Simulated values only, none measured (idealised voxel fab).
Title: Process Module voxel released beams
In the cross-section labelled cut, the width is 175 nm and each square cell is 5 nm.
Cross-section, as written here: a square-cell grid given band by band from the top down, where a band holds one or more rows of cells.
First you get the band's top height and its bottom height, in nm, and then the materials it's made of, left to right, with each width in nm. If you see a single material with "everywhere", that one covers the band edge to edge. "blank" is empty space.
Zero point of the height axis is 0; under it, received wafer = one material. Lowest band: continues down indefinitely, "0..down".
Per-row width for "30->40": begins at first number (top row of band), ends at second number (bottom row), increment between rows held constant.
"identical to before", as given for a step, is the statement that not any cell of the cross-section underwent a change during that step.
Under "Internal closed voids" you'll find the enclosed gaps, the ones with no way out to the top, that are 8 cells or bigger; each reads width x height at distance, with distance counted from the left edge, everything in nm.
Anything after a step's settings on that line? It's the simulator's own note about the step.
"overlay nm" answers the question of how far to the right of plan the mask lay on a step that has a mask, and when it is negative the answer is to the left.
## So here's the lineup of process steps we planned
step 1: RECEIVE | material Si
step 2: CONFORMAL_DEP | material SiN | thk nm 5
step 3: DIRECTIONAL_DEP | material SiO2 | thk nm 15
step 4: PATTERN | tone open | mask id ANCHOR | material resist | width nm 25 | thk nm 15 | overlay nm 0
step 5: DIRECTIONAL_ETCH | etch materials SiO2 | depth nm 15
step 6: STRIP | etch materials resist
step 7: CONFORMAL_DEP | material TiN | thk nm 10
step 8: DIRECTIONAL_DEP | material aC | thk nm 15
step 9: PATTERN | tone cover | mask id BEAM | material resist | width nm 95 | thk nm 30 | overlay nm 0
step 10: DIRECTIONAL_ETCH | etch materials aC | depth nm 15
step 11: STRIP | etch materials resist
step 12: DIRECTIONAL_ETCH | etch materials TiN | depth nm 10
step 13: STRIP | etch materials aC
step 14: STRIP | etch materials SiO2
## Wafer at receipt (post step 1), cross-section
0..down | Si everywhere
Internal closed voids: none
## first wafer at the end, as planned
30..20 | blank=35  TiN=15  blank=5  TiN=75  blank=45
20..15 | blank=40  TiN=10  blank=5  TiN=10  blank=110
15..5 | blank=40  TiN=25  blank=110
5..0 | SiN everywhere
0..down | Si everywhere
Internal closed voids: none
## Cross-sectional view of the second of two wafers upon completion of the module. This wafer shared its starting condition and process plan with the first; one error was made during its execution
25..15 | blank=35  TiN=15  blank=5  TiN=75  blank=45
15..10 | blank=40  TiN=10  blank=5  TiN=10  blank=110
10..0 | blank=40  TiN=25  blank=110
0..down | Si everywhere
Internal closed voids: none
Heads up, the wafer didn't run the way we planned it: step 2 of the plan was omitted and not executed
Cell-count delta at end, second wafer over first, by material: 35 fewer of SiN
